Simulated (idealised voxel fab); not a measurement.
Proc. module: voxel wiring stack
Section shown: cut. Width: 230 nm. Cell size: 5 nm, square.
The cross-sections in this document take the form of a grid made of square cells. They are written out as bands, in order from top to bottom. Each band consists of one or more rows of cells. First you get the band's top height and its bottom height, in nm, and then the materials it's made of, left to right, with each width in nm. If you see a single material with "throughout", that one covers the band edge to edge. "blank" is empty space. Heads up on the height convention: 0 is the point under which the incoming wafer is all one material, and the lowest band has no bottom, it just keeps going down, like "0 -> down". Quick explanation for "30->40": the width changes in equal steps down the rows of cells, from the first number in the band's top row to the second number in its bottom row. Key: "remained unchanged" - step with no changed cell in the cross-section. Entry "Closed internal cavities" = empty spaces >= 8 cells with no open way to the top; each as width x height at distance, distance from left edge, all nm. Formally, on a step line, whatever follows the settings is a remark that the simulator itself makes on the step. "overlay nm" on a masked step: distance the mask lay right of its planned place, negative for left.

## Listed below are the process steps as planned
1. op RECEIVE | material Si
2. op CONFORMAL_DEP | material SiO2 | thk nm 10
3. op DIRECTIONAL_DEP | material TiN | thk nm 5
4. op DIRECTIONAL_DEP | material W | thk nm 25
5. op DIRECTIONAL_DEP | material aC | thk nm 15
6. op PATTERN | tone cover | mask id METAL_1 | material resist | width nm 20 | pitch nm 45 | thk nm 35 | overlay nm 0
7. op DIRECTIONAL_ETCH | etch materials aC | depth nm 15
8. op STRIP | etch materials resist
9. op DIRECTIONAL_ETCH | etch materials W | depth nm 25
10. op DIRECTIONAL_ETCH | etch materials TiN | depth nm 5
11. op STRIP | etch materials aC
12. op CONFORMAL_DEP | material SiCN | thk nm 5
13. op FILL_DEP | material lowk | thk nm 5
14. op CMP | height nm 40
15. op CONFORMAL_DEP | material SiCN | thk nm 5
16. op DIRECTIONAL_DEP | material SiO2 | thk nm 25
17. op MASKED_ETCH | tone open | mask id METAL_2 | width nm 20 | pitch nm 45 | etch materials SiO2 | depth nm 15 | overlay nm 0
18. op PATTERN | tone open | mask id METAL_2_HOLES | material resist | width nm 15 | pitch nm 90 | thk nm 15 | overlay nm 0
19. op DIRECTIONAL_ETCH | etch materials SiO2 | depth nm 10
20. op DIRECTIONAL_ETCH | etch materials SiCN | depth nm 5
21. op STRIP | etch materials resist
22. op CONFORMAL_DEP | material TiN | thk nm 5
23. op FILL_DEP | material Cu | thk nm 5
24. op CMP | height nm 70
25. op CONFORMAL_DEP | material SiCN | thk nm 5

## The first wafer of two, processed as planned

## Wafer cross-section on receipt, i.e. after step 1
  0 -> down  Si throughout
  Closed internal cavities: none

## Cross-section: wafer state after step 2
  10 -> 0  SiO2 throughout
  Beneath the level 0, the cross-section is identical to its previous state.

## Cross-section: wafer state after step 3
  15 -> 10  TiN throughout
  Beneath the level 10, the cross-section is identical to its previous state.

## Cross-section: wafer state after step 4
  40 -> 15  W throughout
  Beneath the level 15, the cross-section is identical to its previous state.

## Cross-section: wafer state after step 5
  55 -> 40  aC throughout
  Beneath the level 40, the cross-section is identical to its previous state.

## Cross-section: wafer state after step 6
  90 -> 55  blank (35)  resist (20)  blank (25)  resist (20)  blank (25)  resist (20)  blank (25)  resist (20)  blank (40)
  Beneath the level 55, the cross-section is identical to its previous state.

## Cross-section: wafer state after step 7
  75 -> 55  blank (35)  resist (20)  blank (25)  resist (20)  blank (25)  resist (20)  blank (25)  resist (20)  blank (40)
  55 -> 40  blank (35)  aC (20)  blank (25)  aC (20)  blank (25)  aC (20)  blank (25)  aC (20)  blank (40)
  Beneath the level 40, the cross-section is identical to its previous state.

## Cross-section: wafer state after step 8
  55 -> 40  blank (35)  aC (20)  blank (25)  aC (20)  blank (25)  aC (20)  blank (25)  aC (20)  blank (40)
  Beneath the level 40, the cross-section is identical to its previous state.

## Cross-section: wafer state after step 9
  55 -> 40  blank (35)  aC (20)  blank (25)  aC (20)  blank (25)  aC (20)  blank (25)  aC (20)  blank (40)
  40 -> 15  blank (35)  W (20)  blank (25)  W (20)  blank (25)  W (20)  blank (25)  W (20)  blank (40)
  Beneath the level 15, the cross-section is identical to its previous state.

## Cross-section: wafer state after step 10
  55 -> 40  blank (35)  aC (20)  blank (25)  aC (20)  blank (25)  aC (20)  blank (25)  aC (20)  blank (40)
  40 -> 15  blank (35)  W (20)  blank (25)  W (20)  blank (25)  W (20)  blank (25)  W (20)  blank (40)
  15 -> 10  blank (35)  TiN (20)  blank (25)  TiN (20)  blank (25)  TiN (20)  blank (25)  TiN (20)  blank (40)
  Beneath the level 10, the cross-section is identical to its previous state.

## Cross-section: wafer state after step 11
  40 -> 15  blank (35)  W (20)  blank (25)  W (20)  blank (25)  W (20)  blank (25)  W (20)  blank (40)
  Beneath the level 15, the cross-section is identical to its previous state.

## Cross-section: wafer state after step 12
  45 -> 40  blank (30)  SiCN (30)  blank (15)  SiCN (30)  blank (15)  SiCN (30)  blank (15)  SiCN (30)  blank (35)
  40 -> 15  blank (30)  SiCN (5)  W (20)  SiCN (5)  blank (15)  SiCN (5)  W (20)  SiCN (5)  blank (15)  SiCN (5)  W (20)  SiCN (5)  blank (15)  SiCN (5)  W (20)  SiCN (5)  blank (35)
  15 -> 10  SiCN (35)  TiN (20)  SiCN (25)  TiN (20)  SiCN (25)  TiN (20)  SiCN (25)  TiN (20)  SiCN (40)
  Beneath the level 10, the cross-section is identical to its previous state.

## Cross-section: wafer state after step 13
  50 -> 45  lowk throughout
  45 -> 40  lowk (30)  SiCN (30)  lowk (15)  SiCN (30)  lowk (15)  SiCN (30)  lowk (15)  SiCN (30)  lowk (35)
  40 -> 15  lowk (30)  SiCN (5)  W (20)  SiCN (5)  lowk (15)  SiCN (5)  W (20)  SiCN (5)  lowk (15)  SiCN (5)  W (20)  SiCN (5)  lowk (15)  SiCN (5)  W (20)  SiCN (5)  lowk (35)
  Beneath the level 15, the cross-section is identical to its previous state.

## Cross-section: wafer state after step 14
  40 -> 15  lowk (30)  SiCN (5)  W (20)  SiCN (5)  lowk (15)  SiCN (5)  W (20)  SiCN (5)  lowk (15)  SiCN (5)  W (20)  SiCN (5)  lowk (15)  SiCN (5)  W (20)  SiCN (5)  lowk (35)
  Beneath the level 15, the cross-section is identical to its previous state.

## Cross-section: wafer state after step 15
  45 -> 40  SiCN throughout
  Beneath the level 40, the cross-section is identical to its previous state.

## Cross-section: wafer state after step 16
  70 -> 45  SiO2 throughout
  Beneath the level 45, the cross-section is identical to its previous state.

## Cross-section: wafer state after step 17
  70 -> 55  SiO2 (35)  blank (20)  SiO2 (25)  blank (20)  SiO2 (25)  blank (20)  SiO2 (25)  blank (20)  SiO2 (40)
  Beneath the level 55, the cross-section is identical to its previous state.

## Cross-section: wafer state after step 18
  85 -> 70  resist (35)  blank (15)  resist (75)  blank (15)  resist (90)
  70 -> 55  SiO2 (35)  blank (15)  resist (5)  SiO2 (25)  resist (20)  SiO2 (25)  blank (15)  resist (5)  SiO2 (25)  resist (20)  SiO2 (40)
  Beneath the level 55, the cross-section is identical to its previous state.

## Cross-section: wafer state after step 19
  85 -> 70  resist (35)  blank (15)  resist (75)  blank (15)  resist (90)
  70 -> 55  SiO2 (35)  blank (15)  resist (5)  SiO2 (25)  resist (20)  SiO2 (25)  blank (15)  resist (5)  SiO2 (25)  resist (20)  SiO2 (40)
  55 -> 45  SiO2 (35)  blank (15)  SiO2 (75)  blank (15)  SiO2 (90)
  Beneath the level 45, the cross-section is identical to its previous state.

## Cross-section: wafer state after step 20
  85 -> 70  resist (35)  blank (15)  resist (75)  blank (15)  resist (90)
  70 -> 55  SiO2 (35)  blank (15)  resist (5)  SiO2 (25)  resist (20)  SiO2 (25)  blank (15)  resist (5)  SiO2 (25)  resist (20)  SiO2 (40)
  55 -> 45  SiO2 (35)  blank (15)  SiO2 (75)  blank (15)  SiO2 (90)
  45 -> 40  SiCN (35)  blank (15)  SiCN (75)  blank (15)  SiCN (90)
  Beneath the level 40, the cross-section is identical to its previous state.

## Cross-section: wafer state after step 21
  70 -> 55  SiO2 (35)  blank (20)  SiO2 (25)  blank (20)  SiO2 (25)  blank (20)  SiO2 (25)  blank (20)  SiO2 (40)
  Beneath the level 55, the cross-section is identical to its previous state.

## Cross-section: wafer state after step 22
  75 -> 70  TiN (40)  blank (10)  TiN (35)  blank (10)  TiN (35)  blank (10)  TiN (35)  blank (10)  TiN (45)
  70 -> 60  SiO2 (35)  TiN (5)  blank (10)  TiN (5)  SiO2 (25)  TiN (5)  blank (10)  TiN (5)  SiO2 (25)  TiN (5)  blank (10)  TiN (5)  SiO2 (25)  TiN (5)  blank (10)  TiN (5)  SiO2 (40)
  60 -> 55  SiO2 (35)  TiN (5)  blank (5)  TiN (10)  SiO2 (25)  TiN (20)  SiO2 (25)  TiN (5)  blank (5)  TiN (10)  SiO2 (25)  TiN (20)  SiO2 (40)
  55 -> 45  SiO2 (35)  TiN (5)  blank (5)  TiN (5)  SiO2 (75)  TiN (5)  blank (5)  TiN (5)  SiO2 (90)
  45 -> 40  SiCN (35)  TiN (15)  SiCN (75)  TiN (15)  SiCN (90)
  Beneath the level 40, the cross-section is identical to its previous state.

## Cross-section: wafer state after step 23
  80 -> 75  Cu throughout
  75 -> 70  TiN (40)  Cu (10)  TiN (35)  Cu (10)  TiN (35)  Cu (10)  TiN (35)  Cu (10)  TiN (45)
  70 -> 60  SiO2 (35)  TiN (5)  Cu (10)  TiN (5)  SiO2 (25)  TiN (5)  Cu (10)  TiN (5)  SiO2 (25)  TiN (5)  Cu (10)  TiN (5)  SiO2 (25)  TiN (5)  Cu (10)  TiN (5)  SiO2 (40)
  60 -> 55  SiO2 (35)  TiN (5)  Cu (5)  TiN (10)  SiO2 (25)  TiN (20)  SiO2 (25)  TiN (5)  Cu (5)  TiN (10)  SiO2 (25)  TiN (20)  SiO2 (40)
  55 -> 45  SiO2 (35)  TiN (5)  Cu (5)  TiN (5)  SiO2 (75)  TiN (5)  Cu (5)  TiN (5)  SiO2 (90)
  Beneath the level 45, the cross-section is identical to its previous state.

## Cross-section: wafer state after step 24
  70 -> 60  SiO2 (35)  TiN (5)  Cu (10)  TiN (5)  SiO2 (25)  TiN (5)  Cu (10)  TiN (5)  SiO2 (25)  TiN (5)  Cu (10)  TiN (5)  SiO2 (25)  TiN (5)  Cu (10)  TiN (5)  SiO2 (40)
  Beneath the level 60, the cross-section is identical to its previous state.

## Cross-section: wafer state after step 25
  75 -> 70  SiCN throughout
  Beneath the level 70, the cross-section is identical to its previous state.

## The second wafer began exactly as the first did and followed the same plan, but one mistake was made while running it; through step 5 inclusive, the two wafers are identical

## Look at the second wafer in cross-section at the time step 6 ought to have finished
  90 -> 55  blank (40)  resist (15)  blank (30)  resist (15)  blank (30)  resist (15)  blank (30)  resist (15)  blank (40)
  Beneath the level 55, the cross-section is identical to its previous state.

## Look at the second wafer in cross-section at the time step 7 ought to have finished
  75 -> 55  blank (40)  resist (15)  blank (30)  resist (15)  blank (30)  resist (15)  blank (30)  resist (15)  blank (40)
  55 -> 40  blank (40)  aC (15)  blank (30)  aC (15)  blank (30)  aC (15)  blank (30)  aC (15)  blank (40)
  Beneath the level 40, the cross-section is identical to its previous state.

## Look at the second wafer in cross-section at the time step 8 ought to have finished
  55 -> 40  blank (40)  aC (15)  blank (30)  aC (15)  blank (30)  aC (15)  blank (30)  aC (15)  blank (40)
  Beneath the level 40, the cross-section is identical to its previous state.

## Look at the second wafer in cross-section at the time step 9 ought to have finished
  55 -> 40  blank (40)  aC (15)  blank (30)  aC (15)  blank (30)  aC (15)  blank (30)  aC (15)  blank (40)
  40 -> 15  blank (40)  W (15)  blank (30)  W (15)  blank (30)  W (15)  blank (30)  W (15)  blank (40)
  Beneath the level 15, the cross-section is identical to its previous state.

## Look at the second wafer in cross-section at the time step 10 ought to have finished
  55 -> 40  blank (40)  aC (15)  blank (30)  aC (15)  blank (30)  aC (15)  blank (30)  aC (15)  blank (40)
  40 -> 15  blank (40)  W (15)  blank (30)  W (15)  blank (30)  W (15)  blank (30)  W (15)  blank (40)
  15 -> 10  blank (40)  TiN (15)  blank (30)  TiN (15)  blank (30)  TiN (15)  blank (30)  TiN (15)  blank (40)
  Beneath the level 10, the cross-section is identical to its previous state.

## Look at the second wafer in cross-section at the time step 11 ought to have finished
  40 -> 15  blank (40)  W (15)  blank (30)  W (15)  blank (30)  W (15)  blank (30)  W (15)  blank (40)
  Beneath the level 15, the cross-section is identical to its previous state.

## Look at the second wafer in cross-section at the time step 12 ought to have finished
  45 -> 40  blank (35)  SiCN (25)  blank (20)  SiCN (25)  blank (20)  SiCN (25)  blank (20)  SiCN (25)  blank (35)
  40 -> 15  blank (35)  SiCN (5)  W (15)  SiCN (5)  blank (20)  SiCN (5)  W (15)  SiCN (5)  blank (20)  SiCN (5)  W (15)  SiCN (5)  blank (20)  SiCN (5)  W (15)  SiCN (5)  blank (35)
  15 -> 10  SiCN (40)  TiN (15)  SiCN (30)  TiN (15)  SiCN (30)  TiN (15)  SiCN (30)  TiN (15)  SiCN (40)
  Beneath the level 10, the cross-section is identical to its previous state.

## Look at the second wafer in cross-section at the time step 13 ought to have finished
  50 -> 45  lowk throughout
  45 -> 40  lowk (35)  SiCN (25)  lowk (20)  SiCN (25)  lowk (20)  SiCN (25)  lowk (20)  SiCN (25)  lowk (35)
  40 -> 15  lowk (35)  SiCN (5)  W (15)  SiCN (5)  lowk (20)  SiCN (5)  W (15)  SiCN (5)  lowk (20)  SiCN (5)  W (15)  SiCN (5)  lowk (20)  SiCN (5)  W (15)  SiCN (5)  lowk (35)
  Beneath the level 15, the cross-section is identical to its previous state.

## Look at the second wafer in cross-section at the time step 14 ought to have finished
  40 -> 15  lowk (35)  SiCN (5)  W (15)  SiCN (5)  lowk (20)  SiCN (5)  W (15)  SiCN (5)  lowk (20)  SiCN (5)  W (15)  SiCN (5)  lowk (20)  SiCN (5)  W (15)  SiCN (5)  lowk (35)
  Beneath the level 15, the cross-section is identical to its previous state.

## Look at the second wafer in cross-section at the time step 15 ought to have finished
  45 -> 40  SiCN throughout
  Beneath the level 40, the cross-section is identical to its previous state.

## Look at the second wafer in cross-section at the time step 16 ought to have finished
  70 -> 45  SiO2 throughout
  Beneath the level 45, the cross-section is identical to its previous state.

## Look at the second wafer in cross-section at the time step 17 ought to have finished
  70 -> 55  SiO2 (35)  blank (20)  SiO2 (25)  blank (20)  SiO2 (25)  blank (20)  SiO2 (25)  blank (20)  SiO2 (40)
  Beneath the level 55, the cross-section is identical to its previous state.

## Look at the second wafer in cross-section at the time step 18 ought to have finished
  85 -> 70  resist (35)  blank (15)  resist (75)  blank (15)  resist (90)
  70 -> 55  SiO2 (35)  blank (15)  resist (5)  SiO2 (25)  resist (20)  SiO2 (25)  blank (15)  resist (5)  SiO2 (25)  resist (20)  SiO2 (40)
  Beneath the level 55, the cross-section is identical to its previous state.

## Look at the second wafer in cross-section at the time step 19 ought to have finished
  85 -> 70  resist (35)  blank (15)  resist (75)  blank (15)  resist (90)
  70 -> 55  SiO2 (35)  blank (15)  resist (5)  SiO2 (25)  resist (20)  SiO2 (25)  blank (15)  resist (5)  SiO2 (25)  resist (20)  SiO2 (40)
  55 -> 45  SiO2 (35)  blank (15)  SiO2 (75)  blank (15)  SiO2 (90)
  Beneath the level 45, the cross-section is identical to its previous state.

## Look at the second wafer in cross-section at the time step 20 ought to have finished
  85 -> 70  resist (35)  blank (15)  resist (75)  blank (15)  resist (90)
  70 -> 55  SiO2 (35)  blank (15)  resist (5)  SiO2 (25)  resist (20)  SiO2 (25)  blank (15)  resist (5)  SiO2 (25)  resist (20)  SiO2 (40)
  55 -> 45  SiO2 (35)  blank (15)  SiO2 (75)  blank (15)  SiO2 (90)
  45 -> 40  SiCN (35)  blank (15)  SiCN (75)  blank (15)  SiCN (90)
  Beneath the level 40, the cross-section is identical to its previous state.

## Look at the second wafer in cross-section at the time step 21 ought to have finished
  70 -> 55  SiO2 (35)  blank (20)  SiO2 (25)  blank (20)  SiO2 (25)  blank (20)  SiO2 (25)  blank (20)  SiO2 (40)
  Beneath the level 55, the cross-section is identical to its previous state.

## Look at the second wafer in cross-section at the time step 22 ought to have finished
  75 -> 70  TiN (40)  blank (10)  TiN (35)  blank (10)  TiN (35)  blank (10)  TiN (35)  blank (10)  TiN (45)
  70 -> 60  SiO2 (35)  TiN (5)  blank (10)  TiN (5)  SiO2 (25)  TiN (5)  blank (10)  TiN (5)  SiO2 (25)  TiN (5)  blank (10)  TiN (5)  SiO2 (25)  TiN (5)  blank (10)  TiN (5)  SiO2 (40)
  60 -> 55  SiO2 (35)  TiN (5)  blank (5)  TiN (10)  SiO2 (25)  TiN (20)  SiO2 (25)  TiN (5)  blank (5)  TiN (10)  SiO2 (25)  TiN (20)  SiO2 (40)
  55 -> 45  SiO2 (35)  TiN (5)  blank (5)  TiN (5)  SiO2 (75)  TiN (5)  blank (5)  TiN (5)  SiO2 (90)
  45 -> 40  SiCN (35)  TiN (15)  SiCN (75)  TiN (15)  SiCN (90)
  Beneath the level 40, the cross-section is identical to its previous state.

## Look at the second wafer in cross-section at the time step 23 ought to have finished
  80 -> 75  Cu throughout
  75 -> 70  TiN (40)  Cu (10)  TiN (35)  Cu (10)  TiN (35)  Cu (10)  TiN (35)  Cu (10)  TiN (45)
  70 -> 60  SiO2 (35)  TiN (5)  Cu (10)  TiN (5)  SiO2 (25)  TiN (5)  Cu (10)  TiN (5)  SiO2 (25)  TiN (5)  Cu (10)  TiN (5)  SiO2 (25)  TiN (5)  Cu (10)  TiN (5)  SiO2 (40)
  60 -> 55  SiO2 (35)  TiN (5)  Cu (5)  TiN (10)  SiO2 (25)  TiN (20)  SiO2 (25)  TiN (5)  Cu (5)  TiN (10)  SiO2 (25)  TiN (20)  SiO2 (40)
  55 -> 45  SiO2 (35)  TiN (5)  Cu (5)  TiN (5)  SiO2 (75)  TiN (5)  Cu (5)  TiN (5)  SiO2 (90)
  Beneath the level 45, the cross-section is identical to its previous state.

## Look at the second wafer in cross-section at the time step 24 ought to have finished
  70 -> 60  SiO2 (35)  TiN (5)  Cu (10)  TiN (5)  SiO2 (25)  TiN (5)  Cu (10)  TiN (5)  SiO2 (25)  TiN (5)  Cu (10)  TiN (5)  SiO2 (25)  TiN (5)  Cu (10)  TiN (5)  SiO2 (40)
  Beneath the level 60, the cross-section is identical to its previous state.

## Look at the second wafer in cross-section at the time step 25 ought to have finished
  75 -> 70  SiCN throughout
  Beneath the level 70, the cross-section is identical to its previous state.
what went wrong: step 6 ran differently from the plan; actual operation with settings: op PATTERN | tone cover | mask id METAL_1 | material resist | width nm 15 | pitch nm 45 | thk nm 35 | overlay nm 0
Bottom line after processing is that, in cells, the second wafer is up or down on some materials versus the first: SiCN +4 | TiN -4 | W -20 | lowk +20
